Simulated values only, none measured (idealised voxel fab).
The process module that follows is named voxel gate over fins.
Square cells of 5 nm make up the cross-section cut, whose width is 170 nm.
When this document writes out a cross-section, it uses a grid of square cells and lists it as bands, beginning at the top and moving down, with a band standing for one or more rows of cells.
First you get the band's top height and its bottom height, in nm, and then the materials it's made of, left to right, with each width in nm. If you see a single material with "throughout", that one covers the band edge to edge. "empty" is empty space.
Basically, 0 is our baseline, since under it the wafer straight out of the box is all one material. The bottom band has no lower end and keeps on going down, so it looks like "0 down".
It should be noted that a width expressed as "30..40" varies in equal increments from row to row of cells within the band, taking the value of the first number at the top row and that of the second number at the bottom row.
What does "no modification" mean for a step? It means no cell of the cross-section changed in that step.
For the entry "Trapped cavities", the listed items are empty spaces with no open way to the top whose size is 8 cells or more; each item follows the pattern width x height at distance, where distance is from the left edge and all three are in nm.
On each step's line, the part that comes after the settings is the simulator's own comment on the step.
The setting "overlay nm" may be written on the line of a step. When the step uses a mask, the value reports how far to the right of the planned place the mask lay, and a negative value reports that it lay to the left.
Here's what the planned process steps look like:
1. RECEIVE | material Si
2. CONFORMAL_DEP | material SiN | thk nm 5
3. MASKED_ETCH | tone cover | mask id FINS | width nm 15 | pitch nm 60 | etch materials SiN | depth nm 5 | overlay nm 0
4. MASKED_ETCH | tone cover | mask id FINS | width nm 15 | pitch nm 60 | etch materials Si | depth nm 40 | overlay nm 0
5. FILL_DEP | material SiO2 | thk nm 10
6. CMP | height nm 5
7. DIRECTIONAL_DEP | material aC | thk nm 10
8. PATTERN | tone open | mask id RAIL | material resist | width nm 15 | thk nm 25 | overlay nm 0
9. DIRECTIONAL_ETCH | etch materials aC | depth nm 10
10. STRIP | etch materials resist
11. DIRECTIONAL_ETCH | etch materials SiO2 | depth nm 40
12. STRIP | etch materials aC
13. CONFORMAL_DEP | material TiN | thk nm 5
14. FILL_DEP | material Ru | thk nm 5
15. CMP | height nm 5
16. SELECTIVE_ETCH | etch materials W Ru TiN | depth nm 20
17. FILL_DEP | material SiO2 | thk nm 5
18. CMP | height nm 5
19. SELECTIVE_ETCH | etch materials SiO2 | depth nm 15
20. STRIP | etch materials SiN
21. CONFORMAL_DEP | material HfO2 | thk nm 5
22. CONFORMAL_DEP | material TiN | thk nm 5
23. FILL_DEP | material W | thk nm 15
24. CMP | height nm 20
25. CONFORMAL_DEP | material SiCN | thk nm 10
First wafer of two (run as planned):
As received (post step 1): cross-section:
	0 down: Si throughout
	Trapped cavities: none
Cross-section of the wafer after step 2:
	5 to 0: SiN throughout
	Beneath the level 0, the cross-section is identical to its previous state.
Cross-section of the wafer after step 3:
	5 to 0: empty=45  SiN=15  empty=45  SiN=15  empty=50
	Beneath the level 0, the cross-section is identical to its previous state.
Cross-section of the wafer after step 4:
	5 to 0: empty=45  SiN=15  empty=45  SiN=15  empty=50
	0 to -40: empty=45  Si=15  empty=45  Si=15  empty=50
	Beneath the level -40, the cross-section is identical to its previous state.
Cross-section of the wafer after step 5:
	15 to 5: SiO2 throughout
	5 to 0: SiO2=45  SiN=15  SiO2=45  SiN=15  SiO2=50
	0 to -40: SiO2=45  Si=15  SiO2=45  Si=15  SiO2=50
	Beneath the level -40, the cross-section is identical to its previous state.
Cross-section of the wafer after step 6:
	5 to 0: SiO2=45  SiN=15  SiO2=45  SiN=15  SiO2=50
	Beneath the level 0, the cross-section is identical to its previous state.
Cross-section of the wafer after step 7:
	15 to 5: aC throughout
	Beneath the level 5, the cross-section is identical to its previous state.
Cross-section of the wafer after step 8:
	40 to 15: resist=75  empty=15  resist=80
	Beneath the level 15, the cross-section is identical to its previous state.
Cross-section of the wafer after step 9:
	30 to 15: resist=75  empty=15  resist=80
	15 to 5: aC=75  empty=15  aC=80
	Beneath the level 5, the cross-section is identical to its previous state.
Cross-section of the wafer after step 10:
	15 to 5: aC=75  empty=15  aC=80
	Beneath the level 5, the cross-section is identical to its previous state.
Cross-section of the wafer after step 11:
	15 to 5: aC=75  empty=15  aC=80
	5 to 0: SiO2=45  SiN=15  SiO2=15  empty=15  SiO2=15  SiN=15  SiO2=50
	0 to -35: SiO2=45  Si=15  SiO2=15  empty=15  SiO2=15  Si=15  SiO2=50
	Beneath the level -35, the cross-section is identical to its previous state.
Cross-section of the wafer after step 12:
	5 to 0: SiO2=45  SiN=15  SiO2=15  empty=15  SiO2=15  SiN=15  SiO2=50
	Beneath the level 0, the cross-section is identical to its previous state.
Cross-section of the wafer after step 13:
	10 to 5: TiN=80  empty=5  TiN=85
	5 to 0: SiO2=45  SiN=15  SiO2=15  TiN=5  empty=5  TiN=5  SiO2=15  SiN=15  SiO2=50
	0 to -30: SiO2=45  Si=15  SiO2=15  TiN=5  empty=5  TiN=5  SiO2=15  Si=15  SiO2=50
	-30 to -35: SiO2=45  Si=15  SiO2=15  TiN=15  SiO2=15  Si=15  SiO2=50
	Beneath the level -35, the cross-section is identical to its previous state.
Cross-section of the wafer after step 14:
	15 to 10: Ru throughout
	10 to 5: TiN=80  Ru=5  TiN=85
	5 to 0: SiO2=45  SiN=15  SiO2=15  TiN=5  Ru=5  TiN=5  SiO2=15  SiN=15  SiO2=50
	0 to -30: SiO2=45  Si=15  SiO2=15  TiN=5  Ru=5  TiN=5  SiO2=15  Si=15  SiO2=50
	Beneath the level -30, the cross-section is identical to its previous state.
Cross-section of the wafer after step 15:
	5 to 0: SiO2=45  SiN=15  SiO2=15  TiN=5  Ru=5  TiN=5  SiO2=15  SiN=15  SiO2=50
	Beneath the level 0, the cross-section is identical to its previous state.
Cross-section of the wafer after step 16:
	5 to 0: SiO2=45  SiN=15  SiO2=15  empty=15  SiO2=15  SiN=15  SiO2=50
	0 to -15: SiO2=45  Si=15  SiO2=15  empty=15  SiO2=15  Si=15  SiO2=50
	Beneath the level -15, the cross-section is identical to its previous state.
Cross-section of the wafer after step 17:
	10 to 5: SiO2 throughout
	5 to 0: SiO2=45  SiN=15  SiO2=45  SiN=15  SiO2=50
	0 to -15: SiO2=45  Si=15  SiO2=45  Si=15  SiO2=50
	Beneath the level -15, the cross-section is identical to its previous state.
Cross-section of the wafer after step 18:
	5 to 0: SiO2=45  SiN=15  SiO2=45  SiN=15  SiO2=50
	Beneath the level 0, the cross-section is identical to its previous state.
Cross-section of the wafer after step 19:
	5 to 0: empty=45  SiN=15  empty=45  SiN=15  empty=50
	0 to -10: empty=45  Si=15  empty=45  Si=15  empty=50
	Beneath the level -10, the cross-section is identical to its previous state.
Cross-section of the wafer after step 20:
	0 to -10: empty=45  Si=15  empty=45  Si=15  empty=50
	Beneath the level -10, the cross-section is identical to its previous state.
Cross-section of the wafer after step 21:
	5 to 0: empty=40  HfO2=25  empty=35  HfO2=25  empty=45
	0 to -5: empty=40  HfO2=5  Si=15  HfO2=5  empty=35  HfO2=5  Si=15  HfO2=5  empty=45
	-5 to -10: HfO2=45  Si=15  HfO2=45  Si=15  HfO2=50
	Beneath the level -10, the cross-section is identical to its previous state.
Cross-section of the wafer after step 22:
	10 to 5: empty=35  TiN=35  empty=25  TiN=35  empty=40
	5 to 0: empty=35  TiN=5  HfO2=25  TiN=5  empty=25  TiN=5  HfO2=25  TiN=5  empty=40
	0 to -5: TiN=40  HfO2=5  Si=15  HfO2=5  TiN=35  HfO2=5  Si=15  HfO2=5  TiN=45
	Beneath the level -5, the cross-section is identical to its previous state.
Cross-section of the wafer after step 23:
	25 to 10: W throughout
	10 to 5: W=35  TiN=35  W=25  TiN=35  W=40
	5 to 0: W=35  TiN=5  HfO2=25  TiN=5  W=25  TiN=5  HfO2=25  TiN=5  W=40
	Beneath the level 0, the cross-section is identical to its previous state.
Cross-section of the wafer after step 24:
	20 to 10: W throughout
	Beneath the level 10, the cross-section is identical to its previous state.
Cross-section of the wafer after step 25:
	30 to 20: SiCN throughout
	Beneath the level 20, the cross-section is identical to its previous state.
The remaining wafer, second of the two, started like the first and was run to the same plan, except that one mistake was made along the way; the two coincide through step 7, inclusive:
Planned end of step 8: second wafer, cross-section:
	40 to 15: resist=70  empty=25  resist=75
	Beneath the level 15, the cross-section is identical to its previous state.
Planned end of step 9: second wafer, cross-section:
	30 to 15: resist=70  empty=25  resist=75
	15 to 5: aC=70  empty=25  aC=75
	Beneath the level 5, the cross-section is identical to its previous state.
Planned end of step 10: second wafer, cross-section:
	15 to 5: aC=70  empty=25  aC=75
	Beneath the level 5, the cross-section is identical to its previous state.
Planned end of step 11: second wafer, cross-section:
	15 to 5: aC=70  empty=25  aC=75
	5 to 0: SiO2=45  SiN=15  SiO2=10  empty=25  SiO2=10  SiN=15  SiO2=50
	0 to -35: SiO2=45  Si=15  SiO2=10  empty=25  SiO2=10  Si=15  SiO2=50
	Beneath the level -35, the cross-section is identical to its previous state.
Planned end of step 12: second wafer, cross-section:
	5 to 0: SiO2=45  SiN=15  SiO2=10  empty=25  SiO2=10  SiN=15  SiO2=50
	Beneath the level 0, the cross-section is identical to its previous state.
Planned end of step 13: second wafer, cross-section:
	10 to 5: TiN=75  empty=15  TiN=80
	5 to 0: SiO2=45  SiN=15  SiO2=10  TiN=5  empty=15  TiN=5  SiO2=10  SiN=15  SiO2=50
	0 to -30: SiO2=45  Si=15  SiO2=10  TiN=5  empty=15  TiN=5  SiO2=10  Si=15  SiO2=50
	-30 to -35: SiO2=45  Si=15  SiO2=10  TiN=25  SiO2=10  Si=15  SiO2=50
	Beneath the level -35, the cross-section is identical to its previous state.
Planned end of step 14: second wafer, cross-section:
	15 to 10: Ru throughout
	10 to 5: TiN=75  Ru=15  TiN=80
	5 to 0: SiO2=45  SiN=15  SiO2=10  TiN=5  Ru=15  TiN=5  SiO2=10  SiN=15  SiO2=50
	0 to -30: SiO2=45  Si=15  SiO2=10  TiN=5  Ru=15  TiN=5  SiO2=10  Si=15  SiO2=50
	Beneath the level -30, the cross-section is identical to its previous state.
Planned end of step 15: second wafer, cross-section:
	5 to 0: SiO2=45  SiN=15  SiO2=10  TiN=5  Ru=15  TiN=5  SiO2=10  SiN=15  SiO2=50
	Beneath the level 0, the cross-section is identical to its previous state.
Planned end of step 16: second wafer, cross-section:
	5 to 0: SiO2=45  SiN=15  SiO2=10  empty=25  SiO2=10  SiN=15  SiO2=50
	0 to -15: SiO2=45  Si=15  SiO2=10  empty=25  SiO2=10  Si=15  SiO2=50
	Beneath the level -15, the cross-section is identical to its previous state.
Planned end of step 17: second wafer, cross-section:
	10 to 5: SiO2 throughout
	5 to 0: SiO2=45  SiN=15  SiO2=45  SiN=15  SiO2=50
	0 to -15: SiO2=45  Si=15  SiO2=45  Si=15  SiO2=50
	Beneath the level -15, the cross-section is identical to its previous state.
Planned end of step 18: second wafer, cross-section:
	5 to 0: SiO2=45  SiN=15  SiO2=45  SiN=15  SiO2=50
	Beneath the level 0, the cross-section is identical to its previous state.
Planned end of step 19: second wafer, cross-section:
	5 to 0: empty=45  SiN=15  empty=45  SiN=15  empty=50
	0 to -10: empty=45  Si=15  empty=45  Si=15  empty=50
	Beneath the level -10, the cross-section is identical to its previous state.
Planned end of step 20: second wafer, cross-section:
	0 to -10: empty=45  Si=15  empty=45  Si=15  empty=50
	Beneath the level -10, the cross-section is identical to its previous state.
Planned end of step 21: second wafer, cross-section:
	5 to 0: empty=40  HfO2=25  empty=35  HfO2=25  empty=45
	0 to -5: empty=40  HfO2=5  Si=15  HfO2=5  empty=35  HfO2=5  Si=15  HfO2=5  empty=45
	-5 to -10: HfO2=45  Si=15  HfO2=45  Si=15  HfO2=50
	Beneath the level -10, the cross-section is identical to its previous state.
Planned end of step 22: second wafer, cross-section:
	10 to 5: empty=35  TiN=35  empty=25  TiN=35  empty=40
	5 to 0: empty=35  TiN=5  HfO2=25  TiN=5  empty=25  TiN=5  HfO2=25  TiN=5  empty=40
	0 to -5: TiN=40  HfO2=5  Si=15  HfO2=5  TiN=35  HfO2=5  Si=15  HfO2=5  TiN=45
	Beneath the level -5, the cross-section is identical to its previous state.
Planned end of step 23: second wafer, cross-section:
	25 to 10: W throughout
	10 to 5: W=35  TiN=35  W=25  TiN=35  W=40
	5 to 0: W=35  TiN=5  HfO2=25  TiN=5  W=25  TiN=5  HfO2=25  TiN=5  W=40
	Beneath the level 0, the cross-section is identical to its previous state.
Planned end of step 24: second wafer, cross-section:
	20 to 10: W throughout
	Beneath the level 10, the cross-section is identical to its previous state.
Planned end of step 25: second wafer, cross-section:
	30 to 20: SiCN throughout
	Beneath the level 20, the cross-section is identical to its previous state.
Processing error: heads up, step 8 didn't go per plan, it actually ran as PATTERN | tone open | mask id RAIL | material resist | width nm 25 | thk nm 25 | overlay nm 0
The second wafer ends with more or fewer cells of some materials than the first, per final count: +6 Ru, -8 SiO2, +2 TiN
